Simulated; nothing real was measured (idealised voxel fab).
process module | voxel released beams
cross-section cut | 225 nm wide | cells 5 nm
A cross-section is a grid of square cells, given in bands from the top down. A band is one or more rows of cells.
Each band's line starts with the height of the band's top and of its bottom, in nm. Then come its materials from left to right, each with its width in nm. One material with "throughout" fills the band from edge to edge. "air" is empty space.
Height 0 is the level under which the wafer as received is all one material. The lowest band goes on downwards, as in "0 down".
A width such as "30 to 40" changes by the same amount from each row of cells to the next, from the band's top row to its bottom row.
"no change" after a step means that no cell of the cross-section changed.
closed voids: empty space of 8 cells or more with no open way to the top, each as width x height at its distance from the left edge, in nm
after a step's settings: what the simulator itself notes on the step
overlay nm, on a step with a mask: how far to the right of its planned place the mask lay; to the left if negative
plan
1 op RECEIVE | material Si
2 op CONFORMAL_DEP | material Al2O3 | thk nm 5
3 op DIRECTIONAL_DEP | material SiO2 | thk nm 15
4 op DIRECTIONAL_DEP | material aC | thk nm 10
5 op PATTERN | tone open | mask id ANCHOR | material resist | width nm 30 | thk nm 25 | overlay nm 0
6 op DIRECTIONAL_ETCH | etch materials aC | depth nm 10
7 op STRIP | etch materials resist
8 op DIRECTIONAL_ETCH | etch materials SiO2 | depth nm 15
9 op STRIP | etch materials aC
10 op CONFORMAL_DEP | material W | thk nm 10
11 op DIRECTIONAL_DEP | material aC | thk nm 15
12 op PATTERN | tone cover | mask id BEAM | material resist | width nm 95 | thk nm 30 | overlay nm 0
13 op DIRECTIONAL_ETCH | etch materials aC | depth nm 15
14 op STRIP | etch materials resist
15 op DIRECTIONAL_ETCH | etch materials W | depth nm 10
16 op STRIP | etch materials aC
17 op STRIP | etch materials SiO2
first wafer, as planned
as received, after step 1
  0 down: Si throughout
  closed voids: none
after step 2
  5 to 0: Al2O3 throughout
  below 0: unchanged
after step 3
  20 to 5: SiO2 throughout
  below 5: unchanged
after step 4
  30 to 20: aC throughout
  below 20: unchanged
after step 5
  55 to 30: resist 65 | air 30 | resist 130
  below 30: unchanged
after step 6
  45 to 30: resist 65 | air 30 | resist 130
  30 to 20: aC 65 | air 30 | aC 130
  below 20: unchanged
after step 7
  30 to 20: aC 65 | air 30 | aC 130
  below 20: unchanged
after step 8
  30 to 20: aC 65 | air 30 | aC 130
  20 to 5: SiO2 65 | air 30 | SiO2 130
  below 5: unchanged
after step 9
  20 to 5: SiO2 65 | air 30 | SiO2 130
  below 5: unchanged
after step 10
  30 to 20: W 75 | air 10 | W 140
  20 to 15: SiO2 65 | W 10 | air 10 | W 10 | SiO2 130
  15 to 5: SiO2 65 | W 30 | SiO2 130
  below 5: unchanged
after step 11
  45 to 30: aC 75 | air 10 | aC 140
  30 to 20: W 75 | aC 10 | W 140
  20 to 15: SiO2 65 | W 10 | aC 10 | W 10 | SiO2 130
  below 15: unchanged
after step 12
  75 to 45: air 60 | resist 95 | air 70
  45 to 30: aC 75 | resist 10 | aC 140
  below 30: unchanged
after step 13
  60 to 45: air 60 | resist 95 | air 70
  45 to 30: air 60 | aC 15 | resist 10 | aC 70 | air 70
  below 30: unchanged
after step 14
  45 to 30: air 60 | aC 15 | air 10 | aC 70 | air 70
  below 30: unchanged
after step 15
  45 to 30: air 60 | aC 15 | air 10 | aC 70 | air 70
  30 to 20: air 60 | W 15 | aC 10 | W 70 | air 70
  below 20: unchanged
after step 16
  30 to 20: air 60 | W 15 | air 10 | W 70 | air 70
  20 to 15: SiO2 65 | W 10 | air 10 | W 10 | SiO2 130
  below 15: unchanged
after step 17
  30 to 20: air 60 | W 15 | air 10 | W 70 | air 70
  20 to 15: air 65 | W 10 | air 10 | W 10 | air 130
  15 to 5: air 65 | W 30 | air 130
  below 5: unchanged
second wafer: like start, like plan, one mistake. Through step 9 it matches the first wafer
when step 10 should have ended
  35 to 20: W throughout
  20 to 5: SiO2 65 | W 30 | SiO2 130
  below 5: unchanged
when step 11 should have ended
  50 to 35: aC throughout
  below 35: unchanged
when step 12 should have ended
  80 to 50: air 60 | resist 95 | air 70
  below 50: unchanged
when step 13 should have ended
  65 to 50: air 60 | resist 95 | air 70
  50 to 35: air 60 | aC 95 | air 70
  below 35: unchanged
when step 14 should have ended
  50 to 35: air 60 | aC 95 | air 70
  below 35: unchanged
when step 15 should have ended
  50 to 35: air 60 | aC 95 | air 70
  35 to 25: air 60 | W 95 | air 70
  below 25: unchanged
when step 16 should have ended
  35 to 25: air 60 | W 95 | air 70
  below 25: unchanged
when step 17 should have ended: no change
what went wrong: step 10 ran as: op CONFORMAL_DEP | material W | thk nm 15
at the end the second wafer has, in cells: 117 more of SiO2 | 51 more of W
